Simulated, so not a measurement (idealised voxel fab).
The following is a process module called voxel transistor to metal.
The figure presents cross-section cut, which has a width of 215 nm and is divided into square cells with an edge length of 5 nm.
Cross-section format: a grid of square cells, given as bands from top to bottom; each band is one or more rows of cells.
Quick guide to a band line: top height, bottom height (nm) up front; then every material left to right with its width in nm. Only one material and it's marked "everywhere"? Then it fills the band edge to edge. And "empty" just means empty space.
Height 0 is the level under which the wafer as received is all one material. The lowest band goes on downwards, as in "z 0 and below".
The width entry "30->40" should be interpreted row by row: the top row of cells in the band takes the first number, the bottom row takes the second number, and the change between adjacent rows is uniform throughout.
The cross-section has no changed cell in any step marked "left unchanged".
"Cavities, closed": empty spaces of 8 cells or more with no open way to the top, each given as width x height at distance, distance from the left edge, all in nm.
Formally, on a step line, whatever follows the settings is a remark that the simulator itself makes on the step.
overlay nm: how far to the right of its planned place the mask lay on this masked step (negative: to the left).

**The planned process steps are enumerated hereunder**
step 1: RECEIVE,material Si
step 2: OXIDIZE,depth nm 5
step 3: CONFORMAL_DEP,material SiN,thk nm 15
step 4: DIRECTIONAL_DEP,material aC,thk nm 10
step 5: PATTERN,tone cover,mask id ACTIVE,material resist,width nm 115,thk nm 25,overlay nm 0
step 6: DIRECTIONAL_ETCH,etch materials aC,depth nm 10
step 7: STRIP,etch materials resist
step 8: DIRECTIONAL_ETCH,etch materials SiN,depth nm 15
step 9: DIRECTIONAL_ETCH,etch materials SiO2,depth nm 5
step 10: DIRECTIONAL_ETCH,etch materials Si,depth nm 25
step 11: STRIP,etch materials aC
step 12: OXIDIZE,depth nm 5
step 13: FILL_DEP,material SiO2,thk nm 15
step 14: CMP,height nm 15
step 15: SELECTIVE_ETCH,etch materials SiO2,depth nm 15
step 16: STRIP,etch materials SiN
step 17: SELECTIVE_ETCH,etch materials SiO2,depth nm 5
step 18: OXIDIZE,depth nm 5
step 19: DIRECTIONAL_DEP,material polySi,thk nm 20
step 20: DIRECTIONAL_DEP,material SiCN,thk nm 10
step 21: PATTERN,tone cover,mask id GATE,material resist,width nm 25,thk nm 20,overlay nm 0
step 22: DIRECTIONAL_ETCH,etch materials SiCN,depth nm 20
step 23: DIRECTIONAL_ETCH,etch materials polySi,depth nm 30
step 24: STRIP,etch materials resist
step 25: CONFORMAL_DEP,material SiN,thk nm 5
step 26: DIRECTIONAL_ETCH,etch materials SiN,depth nm 5
step 27: DIRECTIONAL_ETCH,etch materials SiO2,depth nm 5
step 28: DIRECTIONAL_ETCH,etch materials Si,depth nm 15
step 29: EPI,material SiGe,thk nm 15
step 30: FILL_DEP,material SiO2,thk nm 10
step 31: CMP,height nm 15
step 32: STRIP,etch materials polySi
step 33: SELECTIVE_ETCH,etch materials SiO2,depth nm 5
step 34: CONFORMAL_DEP,material HfO2,thk nm 5
step 35: CONFORMAL_DEP,material TiN,thk nm 5
step 36: FILL_DEP,material W,thk nm 10
step 37: CMP,height nm 10
step 38: DIRECTIONAL_DEP,material SiO2,thk nm 15
step 39: PATTERN,tone open,mask id CONTACT,material resist,width nm 20,pitch nm 85,thk nm 20,overlay nm 0
step 40: DIRECTIONAL_ETCH,etch materials SiO2,depth nm 35
step 41: STRIP,etch materials resist
step 42: CONFORMAL_DEP,material TiN,thk nm 5
step 43: FILL_DEP,material W,thk nm 10
step 44: CMP,height nm 25
step 45: DIRECTIONAL_DEP,material TiN,thk nm 5
step 46: DIRECTIONAL_DEP,material Ru,thk nm 15
step 47: PATTERN,tone cover,mask id METAL_1,material resist,width nm 20,pitch nm 85,thk nm 20,overlay nm 0
step 48: DIRECTIONAL_ETCH,etch materials Ru,depth nm 15
step 49: DIRECTIONAL_ETCH,etch materials TiN,depth nm 5
step 50: STRIP,etch materials resist
step 51: CONFORMAL_DEP,material SiCN,thk nm 5
step 52: FILL_DEP,material lowk,thk nm 10
step 53: CMP,height nm 45
step 54: CONFORMAL_DEP,material SiCN,thk nm 5

**Wafer at receipt (post step 1), cross-section**
z 0 and below  Si everywhere
Cavities, closed: none

**The following cross-section depicts the wafer upon conclusion of the module. Processing commenced from the starting condition illustrated above and adhered to the plan illustrated above, save for one mistake in execution**
z 50 to 45  SiCN everywhere
z 45 to 30  50 nm lowk, then 5 nm SiCN, then 20 nm Ru, then 5 nm SiCN, then 55 nm lowk, then 5 nm SiCN, then 20 nm Ru, then 5 nm SiCN, then 50 nm lowk
z 30 to 25  55 nm SiCN, then 20 nm TiN, then 65 nm SiCN, then 20 nm TiN, then 55 nm SiCN
z 25 to 15  55 nm SiO2, then 5 nm TiN, then 10 nm W, then 5 nm TiN, then 65 nm SiO2, then 5 nm TiN, then 10 nm W, then 5 nm TiN, then 55 nm SiO2
z 15 to 10  55 nm SiO2, then 20 nm TiN, then 65 nm SiO2, then 20 nm TiN, then 55 nm SiO2
z 10 to 5  85 nm W, then 5 nm TiN, then 5 nm HfO2, then 5 nm SiN, then 15 nm SiO2, then 5 nm SiN, then 5 nm HfO2, then 5 nm TiN, then 85 nm W
z 5 to 0  85 nm W, then 5 nm TiN, then 5 nm HfO2, then 5 nm SiN, then 15 nm SiGe, then 5 nm SiN, then 5 nm HfO2, then 5 nm TiN, then 85 nm W
z 0 to -5  90 nm TiN, then 5 nm HfO2, then 5 nm SiN, then 15 nm SiGe, then 5 nm SiN, then 5 nm HfO2, then 90 nm TiN
z -5 to -10  100 nm HfO2, then 15 nm SiGe, then 100 nm HfO2
z -10 to -25  55 nm SiO2, then 45 nm Si, then 15 nm SiGe, then 45 nm Si, then 55 nm SiO2
z -25 to -35  55 nm SiO2, then 105 nm Si, then 55 nm SiO2
z -35 and below  Si everywhere
Cavities, closed: none
Deviation from plan: heads up, step 21 didn't go per plan, it actually ran as PATTERN,tone open,mask id GATE,material resist,width nm 25,thk nm 20,overlay nm 0
